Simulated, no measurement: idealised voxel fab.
Process module heading - voxel plated lines
The cross-section on display is named cut; it measures 165 nm wide, and its cells are 5 nm squares.
Bands, listed from the top down, are how a cross-section gets written in this document; the cross-section itself is a grid of square cells, and a band is one or more rows of them. Within each band entry, the heights of the top and of the bottom of the band appear first, in that order and in nm; the materials of the band then follow from left to right, each with its corresponding width in nm. The designation "everywhere" on a single material indicates that it fills the band from edge to edge; the designation "empty" indicates empty space. The level at which height equals 0 is the one under which the wafer, as it arrives, is entirely one material. No lower edge exists for the bottom band, which continues downward and is notated as in "top 0, no bottom". Width spec "30..40" -> top row of cells at first value, bottom row at second value, equal per-row change in between. "nothing was modified" after a step means that no cell of the cross-section changed. If an empty space has no open way to the top and is at least 8 cells in size, "Cavities, sealed" lists it, written width x height at distance, where distance is measured from the left edge and every value is in nm. Text after the settings on a step's line: the simulator's own remark on that step. Each step line may optionally specify "overlay nm", which for a step with a mask gives the rightward distance between the mask's planned place and where it lay, a negative value indicating the leftward direction.

Planned process steps
| 1 | RECEIVE [material Si] |
| 2 | CONFORMAL_DEP [material Al2O3] [thk nm 10] |
| 3 | DIRECTIONAL_DEP [material TiN] [thk nm 5] |
| 4 | PATTERN [tone open] [mask id LINES] [material resist] [width nm 15] [pitch nm 40] [thk nm 35] [overlay nm 0] |
| 5 | EPI [material Ru] [thk nm 5] |
| 6 | EPI [material Ru] [thk nm 10] |
| 7 | EPI [material Ru] [thk nm 10] |
| 8 | STRIP [etch materials resist] |
| 9 | DIRECTIONAL_ETCH [etch materials TiN] [depth nm 5] |
| 10 | CONFORMAL_DEP [material SiO2] [thk nm 10] |

The cross-section here shows the wafer as received, i.e. in its state after step 1
top 0, no bottom  Si everywhere
Cavities, sealed: none

Result of the module, cross-sectioned: start per above, plan per above, one error in how it was run
top 50, bottom 40  empty=15 / SiO2=135 / empty=15
top 40, bottom 35  empty=15 / SiO2=10 / Ru=35 / SiO2=5 / Ru=35 / SiO2=5 / Ru=35 / SiO2=10 / empty=15
top 35, bottom 25  SiO2=25 / Ru=35 / SiO2=5 / Ru=35 / SiO2=5 / Ru=35 / SiO2=25
top 25, bottom 15  Ru everywhere
top 15, bottom 10  TiN everywhere
top 10, bottom 0  Al2O3 everywhere
top 0, no bottom  Si everywhere
Cavities, sealed: none
Deviation noted in wafer processing: the executed order of steps 7 and 8 is the reverse of that specified in the plan, each step having taken the other's position
